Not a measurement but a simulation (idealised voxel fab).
process module | voxel tone inversion
cross-section cut | 275 nm wide | cells 5 nm
A cross-section is a grid of square cells, given in bands from the top down. A band is one or more rows of cells.
Each band's line starts with the height of the band's top and of its bottom, in nm. Then come its materials from left to right, each with its width in nm. One material with "throughout" fills the band from edge to edge. "air" is empty space.
Height 0 is the level under which the wafer as received is all one material. The lowest band goes on downwards, as in "0 down".
A width such as "30 to 40" changes by the same amount from each row of cells to the next, from the band's top row to its bottom row.
"no change" after a step means that no cell of the cross-section changed.
closed voids: empty space of 8 cells or more with no open way to the top, each as width x height at its distance from the left edge, in nm
after a step's settings: what the simulator itself notes on the step
overlay nm, on a step with a mask: how far to the right of its planned place the mask lay; to the left if negative
plan
1 op RECEIVE | material Si
2 op CONFORMAL_DEP | material SiN | thk nm 10
3 op DIRECTIONAL_DEP | material aC | thk nm 15
4 op PATTERN | tone cover | mask id POSTS | material resist | width nm 25 | pitch nm 45 | thk nm 20 | overlay nm 0
5 op DIRECTIONAL_ETCH | etch materials aC | depth nm 15
6 op STRIP | etch materials resist
7 op FILL_DEP | material SiO2 | thk nm 5
8 op CMP | height nm 25
9 op STRIP | etch materials aC
10 op CONFORMAL_DEP | material TiN | thk nm 5
11 op FILL_DEP | material Cu | thk nm 5
12 op CMP | height nm 25
13 op CONFORMAL_DEP | material SiN | thk nm 5
as received, after step 1
  0 down: Si throughout
  closed voids: none
first wafer at the end, as planned
  30 to 25: SiN throughout
  25 to 15: SiO2 55 | TiN 5 | Cu 15 | TiN 5 | SiO2 20 | TiN 5 | Cu 15 | TiN 5 | SiO2 20 | TiN 5 | Cu 15 | TiN 5 | SiO2 20 | TiN 5 | Cu 15 | TiN 5 | SiO2 60
  15 to 10: SiO2 55 | TiN 25 | SiO2 20 | TiN 25 | SiO2 20 | TiN 25 | SiO2 20 | TiN 25 | SiO2 60
  10 to 0: SiN throughout
  0 down: Si throughout
  closed voids: none
second wafer at the end: like start, like plan, one mistake
  30 to 25: SiN throughout
  25 to 15: SiO2 60 | TiN 5 | Cu 15 | TiN 5 | SiO2 20 | TiN 5 | Cu 15 | TiN 5 | SiO2 20 | TiN 5 | Cu 15 | TiN 5 | SiO2 20 | TiN 5 | Cu 15 | TiN 5 | SiO2 55
  15 to 10: SiO2 60 | TiN 25 | SiO2 20 | TiN 25 | SiO2 20 | TiN 25 | SiO2 20 | TiN 25 | SiO2 55
  10 to 0: SiN throughout
  0 down: Si throughout
  closed voids: none
what went wrong: step 4 ran as: op PATTERN | tone cover | mask id POSTS | material resist | width nm 25 | pitch nm 45 | thk nm 20 | overlay nm 5
at the end the second wafer has, in cells: as many of each material as the first, in other places
